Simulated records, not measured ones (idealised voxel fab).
process module | voxel ribs on slabs
cross-section cut | 235 nm wide | cells 5 nm
A cross-section is a grid of square cells, given in bands from the top down. A band is one or more rows of cells.
Each band's line starts with the height of the band's top and of its bottom, in nm. Then come its materials from left to right, each with its width in nm. One material with "throughout" fills the band from edge to edge. "air" is empty space.
Height 0 is the level under which the wafer as received is all one material. The lowest band goes on downwards, as in "0 down".
A width such as "30 to 40" changes by the same amount from each row of cells to the next, from the band's top row to its bottom row.
"no change" after a step means that no cell of the cross-section changed.
closed voids: empty space of 8 cells or more with no open way to the top, each as width x height at its distance from the left edge, in nm
after a step's settings: what the simulator itself notes on the step
overlay nm, on a step with a mask: how far to the right of its planned place the mask lay; to the left if negative
plan
1 op RECEIVE | material Si
2 op DIRECTIONAL_DEP | material SiO2 | thk nm 20
3 op DIRECTIONAL_DEP | material SiN | thk nm 25
4 op DIRECTIONAL_DEP | material aC | thk nm 15
5 op PATTERN | tone cover | mask id RIB | material resist | width nm 30 | thk nm 35 | overlay nm 0
6 op DIRECTIONAL_ETCH | etch materials aC | depth nm 15
7 op STRIP | etch materials resist
8 op DIRECTIONAL_ETCH | etch materials SiN | depth nm 5
9 op STRIP | etch materials aC
10 op MASKED_ETCH | tone cover | mask id SLAB | width nm 60 | etch materials SiN | depth nm 20 | overlay nm 0
11 op FILL_DEP | material SiO2 | thk nm 15
12 op CMP | height nm 55
13 op DIRECTIONAL_DEP | material TiN | thk nm 5
14 op PATTERN | tone cover | mask id HEATER | material resist | width nm 40 | thk nm 20 | overlay nm 0
15 op DIRECTIONAL_ETCH | etch materials TiN | depth nm 5
16 op STRIP | etch materials resist
17 op CONFORMAL_DEP | material SiN | thk nm 5
as received, after step 1
  0 down: Si throughout
  closed voids: none
a wafer at the end: this start, this plan, one mistake
  65 to 60: air 90 | SiN 50 | air 95
  60 to 55: SiN 95 | TiN 40 | SiN 100
  55 to 40: SiO2 throughout
  40 to 35: SiO2 100 | SiN 30 | SiO2 105
  35 to 20: SiO2 85 | SiN 60 | SiO2 90
  20 to 0: SiO2 throughout
  0 down: Si throughout
  closed voids: none
what went wrong: step 3 ran as: op DIRECTIONAL_DEP | material SiN | thk nm 20
